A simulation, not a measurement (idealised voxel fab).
process module | voxel quadruple lines
cross-section cut | 175 nm wide | cells 5 nm
A cross-section is a grid of square cells, given in bands from the top down. A band is one or more rows of cells.
Each band's line starts with the height of the band's top and of its bottom, in nm. Then come its materials from left to right, each with its width in nm. One material with "throughout" fills the band from edge to edge. "air" is empty space.
Height 0 is the level under which the wafer as received is all one material. The lowest band goes on downwards, as in "0 down".
A width such as "30 to 40" changes by the same amount from each row of cells to the next, from the band's top row to its bottom row.
"no change" after a step means that no cell of the cross-section changed.
closed voids: empty space of 8 cells or more with no open way to the top, each as width x height at its distance from the left edge, in nm
after a step's settings: what the simulator itself notes on the step
overlay nm, on a step with a mask: how far to the right of its planned place the mask lay; to the left if negative
plan
1 op RECEIVE | material Si
2 op CONFORMAL_DEP | material SiO2 | thk nm 10
3 op DIRECTIONAL_DEP | material TiN | thk nm 15
4 op DIRECTIONAL_DEP | material polySi | thk nm 20
5 op DIRECTIONAL_DEP | material aC | thk nm 25
6 op PATTERN | tone cover | mask id MANDREL | material resist | width nm 15 | pitch nm 80 | thk nm 30 | overlay nm 0
7 op DIRECTIONAL_ETCH | etch materials aC | depth nm 25
8 op STRIP | etch materials resist
9 op CONFORMAL_DEP | material SiO2 | thk nm 15
10 op DIRECTIONAL_ETCH | etch materials SiO2 | depth nm 15
11 op STRIP | etch materials aC
12 op DIRECTIONAL_ETCH | etch materials polySi | depth nm 20
13 op STRIP | etch materials SiO2
14 op CONFORMAL_DEP | material SiN | thk nm 5
15 op DIRECTIONAL_ETCH | etch materials SiN | depth nm 5
16 op STRIP | etch materials polySi
17 op DIRECTIONAL_ETCH | etch materials TiN | depth nm 15
18 op STRIP | etch materials SiN
19 op FILL_DEP | material lowk | thk nm 10
20 op CMP | height nm 25
varied across the wafers: width nm of step 6. The plan shows the first wafer's value. All wafers start alike
first wafer as received, after step 1
  0 down: Si throughout
  closed voids: none
each wafer at the end: cells of each material gained (+) or lost (-) since it was received, then its closed voids
width nm 15 | +70 SiO2 | +24 TiN | +81 lowk | closed voids: none
width nm 20 | +70 SiO2 | +24 TiN | +81 lowk | closed voids: none
width nm 25 | +70 SiO2 | +24 TiN | +81 lowk | closed voids: none
width nm 30 | +70 SiO2 | +24 TiN | +81 lowk | closed voids: none
width nm 35 | +70 SiO2 | +24 TiN | +81 lowk | closed voids: none
width nm 40 | +70 SiO2 | +24 TiN | +81 lowk | closed voids: none
